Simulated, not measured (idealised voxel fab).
Herein follows the process module entitled voxel capacitor over wiring.
The width of the displayed cross-section, cut, is 200 nm; its cells are square, with a size of 5 nm.
Square cells in a grid make up a cross-section in this document, and the grid is given as bands, listed from the top down, each one or more rows of cells.
Heights first: top, then bottom, in nm. Then materials, left to right, each with a width in nm. "throughout" on a single material: fills the band edge to edge. "air": empty space.
Convention: height 0 is the level below which the wafer, as received, is all one material. The lowest band does not terminate at the bottom but continues downward, represented as "top 0, no bottom".
Per-row width for "30 to 40": begins at first number (top row of band), ends at second number (bottom row), increment between rows held constant.
Given "changes: none" for a step, no cell of the cross-section differs between before and after that step.
Empty spaces without an open route to the top, at least 8 cells in extent, make up the entry "Unvented voids"; each is given as width x height at distance, where the distance is measured from the left edge, and all are in nm.
The remark found on a step's line after its settings is issued by the simulator itself and pertains to that step.
"overlay nm" on a masked step: distance the mask lay right of its planned place, negative for left.
The process steps that were planned are listed below:
1: RECEIVE with material Si
2: CONFORMAL_DEP with material SiO2, thk nm 15
3: CONFORMAL_DEP with material SiCN, thk nm 5
4: DIRECTIONAL_DEP with material lowk, thk nm 20
5: PATTERN with tone open, mask id METAL_1, material resist, width nm 30, pitch nm 80, thk nm 20, overlay nm 0
6: DIRECTIONAL_ETCH with etch materials lowk, depth nm 20
7: DIRECTIONAL_ETCH with etch materials SiCN, depth nm 5
8: STRIP with etch materials resist
9: CONFORMAL_DEP with material TiN, thk nm 5
10: FILL_DEP with material Cu, thk nm 5
11: CMP with height nm 40
12: CONFORMAL_DEP with material SiCN, thk nm 5
13: DIRECTIONAL_DEP with material lowk, thk nm 10
14: MASKED_ETCH with tone open, mask id PLUG_1, width nm 15, etch materials lowk, depth nm 10, overlay nm 0
15: MASKED_ETCH with tone open, mask id PLUG_1, width nm 15, etch materials SiCN, depth nm 5, overlay nm 0
16: EPI with material Ru, thk nm 10
17: EPI with material Ru, thk nm 5
18: DIRECTIONAL_DEP with material TiN, thk nm 10
19: DIRECTIONAL_DEP with material Al2O3, thk nm 5
20: DIRECTIONAL_DEP with material TiN, thk nm 5
21: PATTERN with tone cover, mask id UPPER_PLATE, material resist, width nm 55, thk nm 15, overlay nm 0
22: DIRECTIONAL_ETCH with etch materials TiN, depth nm 5
23: DIRECTIONAL_ETCH with etch materials Al2O3, depth nm 5
24: STRIP with etch materials resist
25: MASKED_ETCH with tone cover, mask id LOWER_PLATE, width nm 65, etch materials TiN, depth nm 10, overlay nm 0
26: FILL_DEP with material SiO2, thk nm 15
27: CMP with height nm 85
28: PATTERN with tone open, mask id PLUG_2, material resist, width nm 15, thk nm 15, overlay nm 0
29: DIRECTIONAL_ETCH with etch materials SiO2, depth nm 10
30: STRIP with etch materials resist
31: CONFORMAL_DEP with material TiN, thk nm 5
32: FILL_DEP with material W, thk nm 10
33: CMP with height nm 85
34: CONFORMAL_DEP with material SiN, thk nm 5
Cross-section of the wafer at receipt, which is the condition after step 1:
  top 0, no bottom  Si throughout
  Unvented voids: none
Module complete - cross-section of the first of two wafers, run according to plan:
  top 90, bottom 85  SiN throughout
  top 85, bottom 80  SiO2 70 nm | TiN 5 nm | W 5 nm | TiN 5 nm | SiO2 115 nm
  top 80, bottom 70  SiO2 70 to 60 nm | TiN 15 to 55 nm | SiO2 115 to 85 nm
  top 70, bottom 65  SiO2 60 nm | Al2O3 55 nm | SiO2 85 nm
  top 65, bottom 55  SiO2 55 nm | TiN 65 nm | SiO2 80 nm
  top 55, bottom 45  lowk 60 nm | Ru 15 nm | lowk 125 nm
  top 45, bottom 40  SiCN 60 nm | Ru 15 nm | SiCN 125 nm
  top 40, bottom 20  lowk 45 nm | TiN 5 nm | Cu 20 nm | TiN 5 nm | lowk 50 nm | TiN 5 nm | Cu 20 nm | TiN 5 nm | lowk 45 nm
  top 20, bottom 15  SiCN 45 nm | TiN 30 nm | SiCN 50 nm | TiN 30 nm | SiCN 45 nm
  top 15, bottom 0  SiO2 throughout
  top 0, no bottom  Si throughout
  Unvented voids: none
This cross-section belongs to the second wafer of two at the end of the module; the start and the plan were shared with the first, and the run included one mistake:
  top 90, bottom 85  SiN throughout
  top 85, bottom 80  SiO2 70 nm | TiN 5 nm | W 5 nm | TiN 5 nm | SiO2 115 nm
  top 80, bottom 75  SiO2 70 nm | TiN 15 nm | SiO2 115 nm
  top 75, bottom 70  SiO2 throughout
  top 70, bottom 65  SiO2 60 nm | TiN 55 nm | SiO2 85 nm
  top 65, bottom 55  SiO2 55 nm | TiN 65 nm | SiO2 80 nm
  top 55, bottom 45  lowk 60 nm | Ru 15 nm | lowk 125 nm
  top 45, bottom 40  SiCN 60 nm | Ru 15 nm | SiCN 125 nm
  top 40, bottom 20  lowk 45 nm | TiN 5 nm | Cu 20 nm | TiN 5 nm | lowk 50 nm | TiN 5 nm | Cu 20 nm | TiN 5 nm | lowk 45 nm
  top 20, bottom 15  SiCN 45 nm | TiN 30 nm | SiCN 50 nm | TiN 30 nm | SiCN 45 nm
  top 15, bottom 0  SiO2 throughout
  top 0, no bottom  Si throughout
  Unvented voids: none
What went wrong in running the wafer? step 19 of the plan did not run at all; it was left out
Cell-count delta at end, second wafer over first, by material: Al2O3: 11 fewer | SiO2: 11 more
